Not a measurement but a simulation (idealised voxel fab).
The following process module bears the name voxel ribs on slabs.
Cross-section cut spans 285 nm and uses square cells 5 nm in size.
Notation: cross-section as square-cell grid; stated in bands, top first, going down; one or more cell rows per band. The band entry comprises the height of the band's top followed by the height of its bottom, expressed in nm, and subsequently the band's materials from left to right, each stated together with its width in nm. Where a single material is marked with the word "edge to edge", that material fills the band from edge to edge. The word "blank" represents empty space. Basically, 0 is our baseline, since under it the wafer straight out of the box is all one material. The bottom band has no lower end and keeps on going down, so it looks like "0 down". Width spec "30->40" -> top row of cells at first value, bottom row at second value, equal per-row change in between. Key: "identical to before" - step with no changed cell in the cross-section. This entry, "Voids, enclosed", enumerates those empty regions of no fewer than 8 cells that possess no open connection to the top. Each region is reported in the form width x height at distance, the distance being taken from the left edge, with all three quantities expressed in nm. Step line, after settings: the simulator's comment on this step. For masked steps, "overlay nm" on the step line gives how far right of plan the mask actually lay; a minus sign means it lay to the left.
# The steps planned for the process are as follows
1) RECEIVE,material Si
2) DIRECTIONAL_DEP,material SiO2,thk nm 25
3) DIRECTIONAL_DEP,material SiN,thk nm 20
4) DIRECTIONAL_DEP,material aC,thk nm 10
5) PATTERN,tone cover,mask id RIB,material resist,width nm 25,thk nm 25,overlay nm 0
6) DIRECTIONAL_ETCH,etch materials aC,depth nm 10
7) STRIP,etch materials resist
8) DIRECTIONAL_ETCH,etch materials SiN,depth nm 5
9) STRIP,etch materials aC
10) DIRECTIONAL_DEP,material aC,thk nm 10
11) PATTERN,tone cover,mask id SLAB,material resist,width nm 55,thk nm 30,overlay nm 0
12) DIRECTIONAL_ETCH,etch materials aC,depth nm 10
13) STRIP,etch materials resist
14) DIRECTIONAL_ETCH,etch materials SiN,depth nm 15
15) STRIP,etch materials aC
16) FILL_DEP,material SiO2,thk nm 15
17) CMP,height nm 55
18) DIRECTIONAL_DEP,material W,thk nm 5
19) PATTERN,tone cover,mask id HEATER,material resist,width nm 35,thk nm 20,overlay nm 0
20) DIRECTIONAL_ETCH,etch materials W,depth nm 5
21) STRIP,etch materials resist
22) CONFORMAL_DEP,material SiO2,thk nm 5
# Cross-section of the incoming wafer, state after step 1
0 down | Si edge to edge
Voids, enclosed: none
# The plan above was carried out on the starting structure above with one mistake, and this cross-section shows the wafer at the end of the module
65 to 60 | blank 120 / SiO2 50 / blank 115
60 to 55 | SiO2 125 / W 40 / SiO2 120
55 to 45 | SiO2 edge to edge
45 to 40 | SiO2 130 / SiN 25 / SiO2 130
40 to 25 | SiO2 115 / SiN 55 / SiO2 115
25 to 0 | SiO2 edge to edge
0 down | Si edge to edge
Voids, enclosed: none
Want to know what went wrong? step 19: run off-plan, actual operation and settings PATTERN,tone cover,mask id HEATER,material resist,width nm 40,thk nm 20,overlay nm 0
